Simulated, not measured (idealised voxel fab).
process module | voxel double patterning
cross-section cut | 265 nm wide | cells 5 nm
A cross-section is a grid of square cells, given in bands from the top down. A band is one or more rows of cells.
Each band's line starts with the height of the band's top and of its bottom, in nm. Then come its materials from left to right, each with its width in nm. One material with "throughout" fills the band from edge to edge. "air" is empty space.
Height 0 is the level under which the wafer as received is all one material. The lowest band goes on downwards, as in "0 down".
A width such as "30 to 40" changes by the same amount from each row of cells to the next, from the band's top row to its bottom row.
"no change" after a step means that no cell of the cross-section changed.
closed voids: empty space of 8 cells or more with no open way to the top, each as width x height at its distance from the left edge, in nm
after a step's settings: what the simulator itself notes on the step
overlay nm, on a step with a mask: how far to the right of its planned place the mask lay; to the left if negative
plan
1 op RECEIVE | material Si
2 op CONFORMAL_DEP | material SiO2 | thk nm 10
3 op DIRECTIONAL_DEP | material W | thk nm 20
4 op DIRECTIONAL_DEP | material SiCN | thk nm 10
5 op DIRECTIONAL_DEP | material aC | thk nm 10
6 op PATTERN | tone open | mask id FIRST | material resist | width nm 15 | pitch nm 50 | thk nm 30 | overlay nm 0
7 op DIRECTIONAL_ETCH | etch materials aC | depth nm 10
8 op STRIP | etch materials resist
9 op DIRECTIONAL_ETCH | etch materials SiCN | depth nm 10
10 op STRIP | etch materials aC
11 op MASKED_ETCH | tone open | mask id SECOND | width nm 15 | etch materials SiCN | depth nm 10 | overlay nm 0
12 op DIRECTIONAL_ETCH | etch materials W | depth nm 20
13 op STRIP | etch materials SiCN
first wafer, as planned
as received, after step 1
  0 down: Si throughout
  closed voids: none
after step 2
  10 to 0: SiO2 throughout
  below 0: unchanged
after step 3
  30 to 10: W throughout
  below 10: unchanged
after step 4
  40 to 30: SiCN throughout
  below 30: unchanged
after step 5
  50 to 40: aC throughout
  below 40: unchanged
after step 6
  80 to 50: resist 100 | air 15 | resist 35 | air 15 | resist 100
  below 50: unchanged
after step 7
  70 to 50: resist 100 | air 15 | resist 35 | air 15 | resist 100
  50 to 40: aC 100 | air 15 | aC 35 | air 15 | aC 100
  below 40: unchanged
after step 8
  50 to 40: aC 100 | air 15 | aC 35 | air 15 | aC 100
  below 40: unchanged
after step 9
  50 to 40: aC 100 | air 15 | aC 35 | air 15 | aC 100
  40 to 30: SiCN 100 | air 15 | SiCN 35 | air 15 | SiCN 100
  below 30: unchanged
after step 10
  40 to 30: SiCN 100 | air 15 | SiCN 35 | air 15 | SiCN 100
  below 30: unchanged
after step 11
  40 to 30: SiCN 100 | air 15 | SiCN 10 | air 15 | SiCN 10 | air 15 | SiCN 100
  below 30: unchanged
after step 12
  40 to 30: SiCN 100 | air 15 | SiCN 10 | air 15 | SiCN 10 | air 15 | SiCN 100
  30 to 10: W 100 | air 15 | W 10 | air 15 | W 10 | air 15 | W 100
  below 10: unchanged
after step 13
  30 to 10: W 100 | air 15 | W 10 | air 15 | W 10 | air 15 | W 100
  below 10: unchanged
second wafer: like start, like plan, one mistake. Through step 10 it matches the first wafer
when step 11 should have ended
  40 to 30: air 125 | SiCN 15 | air 125
  below 30: unchanged
when step 12 should have ended
  40 to 30: air 125 | SiCN 15 | air 125
  30 to 10: air 125 | W 15 | air 125
  below 10: unchanged
when step 13 should have ended
  30 to 10: air 125 | W 15 | air 125
  below 10: unchanged
what went wrong: step 11 ran as: op MASKED_ETCH | tone cover | mask id SECOND | width nm 15 | etch materials SiCN | depth nm 10 | overlay nm 0
at the end the second wafer has, in cells: 164 fewer of W
